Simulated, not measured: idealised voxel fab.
Process module, titled voxel wiring stack
Cross-sectional view cut (width: 220 nm; square cell size: 5 nm).
Cross-section layout: square cells on a grid; listed as bands, top to bottom; a band spans one or more cell rows. Top height, bottom height, nm. Materials left to right, width each, nm. Single material + "full width" = fills band edge to edge. "blank" = empty. Convention: height 0 is the level below which the wafer, as received, is all one material. The lowest band does not terminate at the bottom but continues downward, represented as "0 and below". Think of "30..40" as a width that walks from the first number to the second as you go down the band, top row to bottom row, taking equal-sized steps from row to row. "nothing changed" means the step left every cell of the cross-section as it was. "Closed void roster" means: voids of 8 cells or more that are shut off from the top with no open way through. Written width x height at distance, distance from the left edge, in nm. If you see something after the settings on a step's line, that's the simulator's own remark about that step. The "overlay nm" setting may appear on a step's line; for a step that uses a mask, it gives how far to the right of its planned position the mask lay, and a negative value indicates the left.
## This section lists the process steps that were planned
1) RECEIVE [material Si]
2) CONFORMAL_DEP [material SiO2] [thk nm 10]
3) CONFORMAL_DEP [material SiN] [thk nm 5]
4) DIRECTIONAL_DEP [material lowk] [thk nm 20]
5) MASKED_ETCH [tone open] [mask id METAL_1] [width nm 30] [pitch nm 50] [etch materials lowk] [depth nm 20] [overlay nm 0]
6) MASKED_ETCH [tone open] [mask id METAL_1] [width nm 30] [pitch nm 50] [etch materials SiN] [depth nm 5] [overlay nm 0]
7) CONFORMAL_DEP [material TiN] [thk nm 5]
8) FILL_DEP [material Cu] [thk nm 10]
9) CMP [height nm 35]
10) EPI [material Ru] [thk nm 5]
11) FILL_DEP [material SiCN] [thk nm 5]
12) DIRECTIONAL_DEP [material lowk] [thk nm 20]
13) MASKED_ETCH [tone open] [mask id PLUG_1] [width nm 15] [etch materials lowk] [depth nm 20] [overlay nm 0]
14) MASKED_ETCH [tone open] [mask id PLUG_1] [width nm 15] [etch materials SiCN] [depth nm 5] [overlay nm 0]
15) EPI [material Ru] [thk nm 10]
16) EPI [material Ru] [thk nm 10]
17) EPI [material Ru] [thk nm 5]
18) CONFORMAL_DEP [material SiN] [thk nm 5]
19) DIRECTIONAL_DEP [material lowk] [thk nm 25]
20) MASKED_ETCH [tone open] [mask id METAL_2] [width nm 30] [pitch nm 50] [etch materials lowk] [depth nm 25] [overlay nm 0]
21) MASKED_ETCH [tone open] [mask id METAL_2] [width nm 30] [pitch nm 50] [etch materials SiN] [depth nm 5] [overlay nm 0]
22) CONFORMAL_DEP [material TiN] [thk nm 5]
23) FILL_DEP [material W] [thk nm 10]
24) CMP [height nm 95]
25) CONFORMAL_DEP [material SiCN] [thk nm 5]
26) DIRECTIONAL_DEP [material SiO2] [thk nm 15]
27) PATTERN [tone open] [mask id PLUG_2] [material resist] [width nm 15] [pitch nm 50] [thk nm 20] [overlay nm 0]
28) DIRECTIONAL_ETCH [etch materials SiO2] [depth nm 15]
29) DIRECTIONAL_ETCH [etch materials SiCN] [depth nm 5]
30) STRIP [etch materials resist]
31) EPI [material Ru] [thk nm 10]
32) EPI [material Ru] [thk nm 10]
33) CONFORMAL_DEP [material SiCN] [thk nm 5]
34) DIRECTIONAL_DEP [material SiO2] [thk nm 15]
35) MASKED_ETCH [tone open] [mask id METAL_3] [width nm 30] [pitch nm 50] [etch materials SiO2] [depth nm 15] [overlay nm 0]
36) MASKED_ETCH [tone open] [mask id METAL_3] [width nm 30] [pitch nm 50] [etch materials SiCN] [depth nm 5] [overlay nm 0]
37) CONFORMAL_DEP [material TiN] [thk nm 5]
38) FILL_DEP [material W] [thk nm 5]
39) CMP [height nm 135]
40) EPI [material Ru] [thk nm 5]
41) FILL_DEP [material SiCN] [thk nm 5]
42) DIRECTIONAL_DEP [material SiO2] [thk nm 10]
43) MASKED_ETCH [tone open] [mask id PLUG_3] [width nm 15] [pitch nm 50] [etch materials SiO2] [depth nm 10] [overlay nm 0]
44) MASKED_ETCH [tone open] [mask id PLUG_3] [width nm 15] [pitch nm 50] [etch materials SiCN] [depth nm 5] [overlay nm 0]
45) EPI [material Ru] [thk nm 10]
46) EPI [material Ru] [thk nm 5]
47) CONFORMAL_DEP [material SiCN] [thk nm 5]
48) DIRECTIONAL_DEP [material lowk] [thk nm 15]
49) MASKED_ETCH [tone open] [mask id METAL_4] [width nm 30] [pitch nm 50] [etch materials lowk] [depth nm 15] [overlay nm 0]
50) MASKED_ETCH [tone open] [mask id METAL_4] [width nm 30] [pitch nm 50] [etch materials SiCN] [depth nm 5] [overlay nm 0]
51) CONFORMAL_DEP [material TiN] [thk nm 5]
52) FILL_DEP [material W] [thk nm 10]
53) CMP [height nm 175]
54) CONFORMAL_DEP [material SiCN] [thk nm 5]
## Below: the first of two wafers, run as planned
## As received (post step 1): cross-section
* 0 and below = Si full width
* Closed void roster: none
## Wafer section view after processing step 2
* 10 down to 0 = SiO2 full width
* Everything below 0 is unchanged.
## Wafer section view after processing step 3
* 15 down to 10 = SiN full width
* Everything below 10 is unchanged.
## Wafer section view after processing step 4
* 35 down to 15 = lowk full width
* Everything below 15 is unchanged.
## Wafer section view after processing step 5
* 35 down to 15 = lowk=70 | blank=30 | lowk=20 | blank=30 | lowk=70
* Everything below 15 is unchanged.
## Wafer section view after processing step 6
* 35 down to 15 = lowk=70 | blank=30 | lowk=20 | blank=30 | lowk=70
* 15 down to 10 = SiN=70 | blank=30 | SiN=20 | blank=30 | SiN=70
* Everything below 10 is unchanged.
## Wafer section view after processing step 7
* 40 down to 35 = TiN=75 | blank=20 | TiN=30 | blank=20 | TiN=75
* 35 down to 15 = lowk=70 | TiN=5 | blank=20 | TiN=5 | lowk=20 | TiN=5 | blank=20 | TiN=5 | lowk=70
* 15 down to 10 = SiN=70 | TiN=30 | SiN=20 | TiN=30 | SiN=70
* Everything below 10 is unchanged.
## Wafer section view after processing step 8
* 50 down to 40 = Cu full width
* 40 down to 35 = TiN=75 | Cu=20 | TiN=30 | Cu=20 | TiN=75
* 35 down to 15 = lowk=70 | TiN=5 | Cu=20 | TiN=5 | lowk=20 | TiN=5 | Cu=20 | TiN=5 | lowk=70
* Everything below 15 is unchanged.
## Wafer section view after processing step 9
* 35 down to 15 = lowk=70 | TiN=5 | Cu=20 | TiN=5 | lowk=20 | TiN=5 | Cu=20 | TiN=5 | lowk=70
* Everything below 15 is unchanged.
## Wafer section view after processing step 10
* 40 down to 35 = blank=65 | Ru=40 | blank=10 | Ru=40 | blank=65
* Everything below 35 is unchanged.
## Wafer section view after processing step 11
* 45 down to 40 = SiCN full width
* 40 down to 35 = SiCN=65 | Ru=40 | SiCN=10 | Ru=40 | SiCN=65
* Everything below 35 is unchanged.
## Wafer section view after processing step 12
* 65 down to 45 = lowk full width
* Everything below 45 is unchanged.
## Wafer section view after processing step 13
* 65 down to 45 = lowk=70 | blank=15 | lowk=135
* Everything below 45 is unchanged.
## Wafer section view after processing step 14
* 65 down to 45 = lowk=70 | blank=15 | lowk=135
* 45 down to 40 = SiCN=70 | blank=15 | SiCN=135
* Everything below 40 is unchanged.
## Wafer section view after processing step 15
* 65 down to 50 = lowk=70 | blank=15 | lowk=135
* 50 down to 45 = lowk=70 | Ru=15 | lowk=135
* 45 down to 40 = SiCN=70 | Ru=15 | SiCN=135
* Everything below 40 is unchanged.
## Wafer section view after processing step 16
* 65 down to 60 = lowk=70 | blank=15 | lowk=135
* 60 down to 45 = lowk=70 | Ru=15 | lowk=135
* Everything below 45 is unchanged.
## Wafer section view after processing step 17
* 65 down to 45 = lowk=70 | Ru=15 | lowk=135
* Everything below 45 is unchanged.
## Wafer section view after processing step 18
* 70 down to 65 = SiN full width
* Everything below 65 is unchanged.
## Wafer section view after processing step 19
* 95 down to 70 = lowk full width
* Everything below 70 is unchanged.
## Wafer section view after processing step 20
* 95 down to 70 = lowk=70 | blank=30 | lowk=20 | blank=30 | lowk=70
* Everything below 70 is unchanged.
## Wafer section view after processing step 21
* 95 down to 70 = lowk=70 | blank=30 | lowk=20 | blank=30 | lowk=70
* 70 down to 65 = SiN=70 | blank=30 | SiN=20 | blank=30 | SiN=70
* Everything below 65 is unchanged.
## Wafer section view after processing step 22
* 100 down to 95 = TiN=75 | blank=20 | TiN=30 | blank=20 | TiN=75
* 95 down to 70 = lowk=70 | TiN=5 | blank=20 | TiN=5 | lowk=20 | TiN=5 | blank=20 | TiN=5 | lowk=70
* 70 down to 65 = SiN=70 | TiN=30 | SiN=20 | TiN=30 | SiN=70
* Everything below 65 is unchanged.
## Wafer section view after processing step 23
* 110 down to 100 = W full width
* 100 down to 95 = TiN=75 | W=20 | TiN=30 | W=20 | TiN=75
* 95 down to 70 = lowk=70 | TiN=5 | W=20 | TiN=5 | lowk=20 | TiN=5 | W=20 | TiN=5 | lowk=70
* Everything below 70 is unchanged.
## Wafer section view after processing step 24
* 95 down to 70 = lowk=70 | TiN=5 | W=20 | TiN=5 | lowk=20 | TiN=5 | W=20 | TiN=5 | lowk=70
* Everything below 70 is unchanged.
## Wafer section view after processing step 25
* 100 down to 95 = SiCN full width
* Everything below 95 is unchanged.
## Wafer section view after processing step 26
* 115 down to 100 = SiO2 full width
* Everything below 100 is unchanged.
## Wafer section view after processing step 27
* 135 down to 115 = resist=70 | blank=15 | resist=35 | blank=15 | resist=85
* Everything below 115 is unchanged.
## Wafer section view after processing step 28
* 135 down to 115 = resist=70 | blank=15 | resist=35 | blank=15 | resist=85
* 115 down to 100 = SiO2=70 | blank=15 | SiO2=35 | blank=15 | SiO2=85
* Everything below 100 is unchanged.
## Wafer section view after processing step 29
* 135 down to 115 = resist=70 | blank=15 | resist=35 | blank=15 | resist=85
* 115 down to 100 = SiO2=70 | blank=15 | SiO2=35 | blank=15 | SiO2=85
* 100 down to 95 = SiCN=70 | blank=15 | SiCN=35 | blank=15 | SiCN=85
* Everything below 95 is unchanged.
## Wafer section view after processing step 30
* 115 down to 100 = SiO2=70 | blank=15 | SiO2=35 | blank=15 | SiO2=85
* Everything below 100 is unchanged.
## Wafer section view after processing step 31
* 115 down to 105 = SiO2=70 | blank=15 | SiO2=35 | blank=15 | SiO2=85
* 105 down to 100 = SiO2=70 | Ru=15 | SiO2=35 | Ru=15 | SiO2=85
* 100 down to 95 = SiCN=70 | Ru=15 | SiCN=35 | Ru=15 | SiCN=85
* Everything below 95 is unchanged.
## Wafer section view after processing step 32
* 115 down to 100 = SiO2=70 | Ru=15 | SiO2=35 | Ru=15 | SiO2=85
* Everything below 100 is unchanged.
## Wafer section view after processing step 33
* 120 down to 115 = SiCN full width
* Everything below 115 is unchanged.
## Wafer section view after processing step 34
* 135 down to 120 = SiO2 full width
* Everything below 120 is unchanged.
## Wafer section view after processing step 35
* 135 down to 120 = SiO2=70 | blank=30 | SiO2=20 | blank=30 | SiO2=70
* Everything below 120 is unchanged.
## Wafer section view after processing step 36
* 135 down to 120 = SiO2=70 | blank=30 | SiO2=20 | blank=30 | SiO2=70
* 120 down to 115 = SiCN=70 | blank=30 | SiCN=20 | blank=30 | SiCN=70
* Everything below 115 is unchanged.
## Wafer section view after processing step 37
* 140 down to 135 = TiN=75 | blank=20 | TiN=30 | blank=20 | TiN=75
* 135 down to 120 = SiO2=70 | TiN=5 | blank=20 | TiN=5 | SiO2=20 | TiN=5 | blank=20 | TiN=5 | SiO2=70
* 120 down to 115 = SiCN=70 | TiN=30 | SiCN=20 | TiN=30 | SiCN=70
* Everything below 115 is unchanged.
## Wafer section view after processing step 38
* 145 down to 140 = W full width
* 140 down to 135 = TiN=75 | W=20 | TiN=30 | W=20 | TiN=75
* 135 down to 120 = SiO2=70 | TiN=5 | W=20 | TiN=5 | SiO2=20 | TiN=5 | W=20 | TiN=5 | SiO2=70
* Everything below 120 is unchanged.
## Wafer section view after processing step 39
* 135 down to 120 = SiO2=70 | TiN=5 | W=20 | TiN=5 | SiO2=20 | TiN=5 | W=20 | TiN=5 | SiO2=70
* Everything below 120 is unchanged.
## Wafer section view after processing step 40
* 140 down to 135 = blank=65 | Ru=40 | blank=10 | Ru=40 | blank=65
* Everything below 135 is unchanged.
## Wafer section view after processing step 41
* 145 down to 140 = SiCN full width
* 140 down to 135 = SiCN=65 | Ru=40 | SiCN=10 | Ru=40 | SiCN=65
* Everything below 135 is unchanged.
## Wafer section view after processing step 42
* 155 down to 145 = SiO2 full width
* Everything below 145 is unchanged.
## Wafer section view after processing step 43
* 155 down to 145 = SiO2=70 | blank=15 | SiO2=35 | blank=15 | SiO2=85
* Everything below 145 is unchanged.
## Wafer section view after processing step 44
* 155 down to 145 = SiO2=70 | blank=15 | SiO2=35 | blank=15 | SiO2=85
* 145 down to 140 = SiCN=70 | blank=15 | SiCN=35 | blank=15 | SiCN=85
* Everything below 140 is unchanged.
## Wafer section view after processing step 45
* 155 down to 150 = SiO2=70 | blank=15 | SiO2=35 | blank=15 | SiO2=85
* 150 down to 145 = SiO2=70 | Ru=15 | SiO2=35 | Ru=15 | SiO2=85
* 145 down to 135 = SiCN=70..65 | Ru=15..40 | SiCN=35..10 | Ru=15..40 | SiCN=85..65
* Everything below 135 is unchanged.
## Wafer section view after processing step 46
* 155 down to 145 = SiO2=70 | Ru=15 | SiO2=35 | Ru=15 | SiO2=85
* Everything below 145 is unchanged.
## Wafer section view after processing step 47
* 160 down to 155 = SiCN full width
* Everything below 155 is unchanged.
## Wafer section view after processing step 48
* 175 down to 160 = lowk full width
* Everything below 160 is unchanged.
## Wafer section view after processing step 49
* 175 down to 160 = lowk=70 | blank=30 | lowk=20 | blank=30 | lowk=70
* Everything below 160 is unchanged.
## Wafer section view after processing step 50
* 175 down to 160 = lowk=70 | blank=30 | lowk=20 | blank=30 | lowk=70
* 160 down to 155 = SiCN=70 | blank=30 | SiCN=20 | blank=30 | SiCN=70
* Everything below 155 is unchanged.
## Wafer section view after processing step 51
* 180 down to 175 = TiN=75 | blank=20 | TiN=30 | blank=20 | TiN=75
* 175 down to 160 = lowk=70 | TiN=5 | blank=20 | TiN=5 | lowk=20 | TiN=5 | blank=20 | TiN=5 | lowk=70
* 160 down to 155 = SiCN=70 | TiN=30 | SiCN=20 | TiN=30 | SiCN=70
* Everything below 155 is unchanged.
## Wafer section view after processing step 52
* 190 down to 180 = W full width
* 180 down to 175 = TiN=75 | W=20 | TiN=30 | W=20 | TiN=75
* 175 down to 160 = lowk=70 | TiN=5 | W=20 | TiN=5 | lowk=20 | TiN=5 | W=20 | TiN=5 | lowk=70
* Everything below 160 is unchanged.
## Wafer section view after processing step 53
* 175 down to 160 = lowk=70 | TiN=5 | W=20 | TiN=5 | lowk=20 | TiN=5 | W=20 | TiN=5 | lowk=70
* Everything below 160 is unchanged.
## Wafer section view after processing step 54
* 180 down to 175 = SiCN full width
* Everything below 175 is unchanged.
## The second wafer began exactly as the first did and followed the same plan, but one mistake was made while running it; through step 40 inclusive, the two wafers are identical
## when step 41 should have ended
* 150 down to 145 = blank=65 | SiO2=40 | blank=10 | SiO2=40 | blank=65
* 145 down to 140 = SiO2 full width
* 140 down to 135 = SiO2=65 | Ru=40 | SiO2=10 | Ru=40 | SiO2=65
* Everything below 135 is unchanged.
## when step 42 should have ended
* 155 down to 150 = SiCN full width
* 150 down to 145 = SiCN=65 | SiO2=40 | SiCN=10 | SiO2=40 | SiCN=65
* Everything below 145 is unchanged.
when step 43 should have ended: nothing changed
## when step 44 should have ended
* 155 down to 150 = SiCN=70 | blank=15 | SiCN=35 | blank=15 | SiCN=85
* Everything below 150 is unchanged.
when step 45 should have ended: nothing changed
when step 46 should have ended: nothing changed
## when step 47 should have ended
* 160 down to 155 = SiCN=75 | blank=5 | SiCN=45 | blank=5 | SiCN=90
* 155 down to 150 = SiCN full width
* Everything below 150 is unchanged.
## when step 48 should have ended
* 175 down to 170 = lowk=75 | blank=5 | lowk=45 | blank=5 | lowk=90
* 170 down to 160 = lowk full width
* 160 down to 155 = SiCN=75 | lowk=5 | SiCN=45 | lowk=5 | SiCN=90
* Everything below 155 is unchanged.
## when step 49 should have ended
* 175 down to 160 = lowk=70 | blank=30 | lowk=20 | blank=30 | lowk=70
* 160 down to 155 = SiCN=75 | blank=5 | SiCN=45 | blank=5 | SiCN=90
* Everything below 155 is unchanged.
## when step 50 should have ended
* 175 down to 160 = lowk=70 | blank=30 | lowk=20 | blank=30 | lowk=70
* 160 down to 150 = SiCN=70..75 | blank=30..5 | SiCN=20..45 | blank=30..5 | SiCN=70..90
* Everything below 150 is unchanged.
## when step 51 should have ended
* 180 down to 175 = TiN=75 | blank=20 | TiN=30 | blank=20 | TiN=75
* 175 down to 160 = lowk=70 | TiN=5 | blank=20 | TiN=5 | lowk=20 | TiN=5 | blank=20 | TiN=5 | lowk=70
* 160 down to 150 = SiCN=70..75 | TiN=30..5 | SiCN=20..45 | TiN=30..5 | SiCN=70..90
* Everything below 150 is unchanged.
## when step 52 should have ended
* 190 down to 180 = W full width
* 180 down to 175 = TiN=75 | W=20 | TiN=30 | W=20 | TiN=75
* 175 down to 160 = lowk=70 | TiN=5 | W=20 | TiN=5 | lowk=20 | TiN=5 | W=20 | TiN=5 | lowk=70
* Everything below 160 is unchanged.
## when step 53 should have ended
* 175 down to 160 = lowk=70 | TiN=5 | W=20 | TiN=5 | lowk=20 | TiN=5 | W=20 | TiN=5 | lowk=70
* Everything below 160 is unchanged.
## when step 54 should have ended
* 180 down to 175 = SiCN full width
* Everything below 175 is unchanged.
Against the plan, the run slipped here: swap of plan steps 41 and 42 during execution
Final cells, second wafer relative to first, materials higher or lower: Ru -18, SiCN +4, SiO2 +12, TiN +2
